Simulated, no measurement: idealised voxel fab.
process module | voxel capacitor over wiring
cross-section cut | 205 nm wide | cells 5 nm
A cross-section is a grid of square cells, given in bands from the top down. A band is one or more rows of cells.
Each band's line starts with the height of the band's top and of its bottom, in nm. Then come its materials from left to right, each with its width in nm. One material with "throughout" fills the band from edge to edge. "air" is empty space.
Height 0 is the level under which the wafer as received is all one material. The lowest band goes on downwards, as in "0 down".
A width such as "30 to 40" changes by the same amount from each row of cells to the next, from the band's top row to its bottom row.
"no change" after a step means that no cell of the cross-section changed.
closed voids: empty space of 8 cells or more with no open way to the top, each as width x height at its distance from the left edge, in nm
after a step's settings: what the simulator itself notes on the step
overlay nm, on a step with a mask: how far to the right of its planned place the mask lay; to the left if negative
plan
1 op RECEIVE | material Si
2 op CONFORMAL_DEP | material SiO2 | thk nm 10
3 op DIRECTIONAL_DEP | material TiN | thk nm 5
4 op DIRECTIONAL_DEP | material W | thk nm 15
5 op MASKED_ETCH | tone cover | mask id METAL_1 | width nm 25 | pitch nm 90 | etch materials W | depth nm 15 | overlay nm 0
6 op MASKED_ETCH | tone cover | mask id METAL_1 | width nm 25 | pitch nm 90 | etch materials TiN | depth nm 5 | overlay nm 0
7 op FILL_DEP | material lowk | thk nm 10
8 op CMP | height nm 30
9 op CONFORMAL_DEP | material SiCN | thk nm 5
10 op DIRECTIONAL_DEP | material SiO2 | thk nm 10
11 op DIRECTIONAL_DEP | material aC | thk nm 15
12 op PATTERN | tone open | mask id PLUG_1 | material resist | width nm 15 | thk nm 30 | overlay nm 0
13 op DIRECTIONAL_ETCH | etch materials aC | depth nm 15
14 op STRIP | etch materials resist
15 op DIRECTIONAL_ETCH | etch materials SiO2 | depth nm 10
16 op DIRECTIONAL_ETCH | etch materials SiCN | depth nm 5
17 op STRIP | etch materials aC
18 op EPI | material Ru | thk nm 10
19 op EPI | material Ru | thk nm 5
20 op DIRECTIONAL_DEP | material TiN | thk nm 10
21 op DIRECTIONAL_DEP | material SiN | thk nm 5
22 op DIRECTIONAL_DEP | material TiN | thk nm 5
23 op PATTERN | tone cover | mask id UPPER_PLATE | material resist | width nm 70 | thk nm 15 | overlay nm 0
24 op DIRECTIONAL_ETCH | etch materials TiN | depth nm 5
25 op DIRECTIONAL_ETCH | etch materials SiN | depth nm 5
26 op STRIP | etch materials resist
27 op PATTERN | tone cover | mask id LOWER_PLATE | material resist | width nm 80 | thk nm 15 | overlay nm -15
28 op DIRECTIONAL_ETCH | etch materials TiN | depth nm 10
29 op STRIP | etch materials resist
30 op FILL_DEP | material SiO2 | thk nm 15
31 op CMP | height nm 75
32 op MASKED_ETCH | tone open | mask id PLUG_2 | width nm 15 | etch materials SiO2 | depth nm 10 | overlay nm 0
33 op CONFORMAL_DEP | material TiN | thk nm 5
34 op FILL_DEP | material Cu | thk nm 5
35 op CMP | height nm 75
36 op CONFORMAL_DEP | material SiN | thk nm 5
varied across the wafers: overlay nm of step 27. The plan shows the first wafer's value. All wafers start alike
first wafer as received, after step 1
  0 down: Si throughout
  closed voids: none
first wafer at the end, after step 36
  80 to 75: SiN throughout
  75 to 70: SiO2 65 | TiN 5 | Cu 5 | TiN 5 | SiO2 125
  70 to 60: SiO2 65 to 55 | TiN 15 to 60 | SiO2 125 to 90
  60 to 55: SiO2 55 | SiN 70 | SiO2 80
  55 to 45: SiO2 35 | TiN 90 | SiO2 80
  45 to 35: SiO2 55 | Ru 15 | SiO2 135
  35 to 30: SiCN 55 | Ru 15 | SiCN 135
  30 to 15: lowk 45 | W 25 | lowk 65 | W 25 | lowk 45
  15 to 10: lowk 45 | TiN 25 | lowk 65 | TiN 25 | lowk 45
  10 to 0: SiO2 throughout
  0 down: Si throughout
  closed voids: none
last wafer at the end
  80 to 75: SiN throughout
  75 to 70: SiO2 65 | TiN 5 | Cu 5 | TiN 5 | SiO2 125
  70 to 60: SiO2 65 | TiN 15 to 60 | SiO2 125 to 80
  60 to 55: SiO2 55 | SiN 70 | SiO2 80
  55 to 45: SiO2 55 | TiN 90 | SiO2 60
  45 to 35: SiO2 55 | Ru 15 | SiO2 135
  35 to 30: SiCN 55 | Ru 15 | SiCN 135
  30 to 15: lowk 45 | W 25 | lowk 65 | W 25 | lowk 45
  15 to 10: lowk 45 | TiN 25 | lowk 65 | TiN 25 | lowk 45
  10 to 0: SiO2 throughout
  0 down: Si throughout
  closed voids: none
each wafer at the end: cells of each material gained (+) or lost (-) since it was received, then its closed voids
overlay nm -15 | +1 Cu | +9 Ru | +38 SiCN | +55 SiN | +336 SiO2 | +63 TiN | +30 W | +124 lowk | closed voids: none
overlay nm -10 | +1 Cu | +9 Ru | +38 SiCN | +55 SiN | +337 SiO2 | +62 TiN | +30 W | +124 lowk | closed voids: none
overlay nm -5 | +1 Cu | +9 Ru | +38 SiCN | +55 SiN | +338 SiO2 | +61 TiN | +30 W | +124 lowk | closed voids: none
overlay nm 0 | +1 Cu | +9 Ru | +38 SiCN | +55 SiN | +338 SiO2 | +61 TiN | +30 W | +124 lowk | closed voids: none
overlay nm 5 | +1 Cu | +9 Ru | +38 SiCN | +55 SiN | +338 SiO2 | +61 TiN | +30 W | +124 lowk | closed voids: none
overlay nm 10 | +1 Cu | +9 Ru | +38 SiCN | +55 SiN | +337 SiO2 | +62 TiN | +30 W | +124 lowk | closed voids: none
overlay nm 15 | +1 Cu | +9 Ru | +38 SiCN | +55 SiN | +336 SiO2 | +63 TiN | +30 W | +124 lowk | closed voids: none
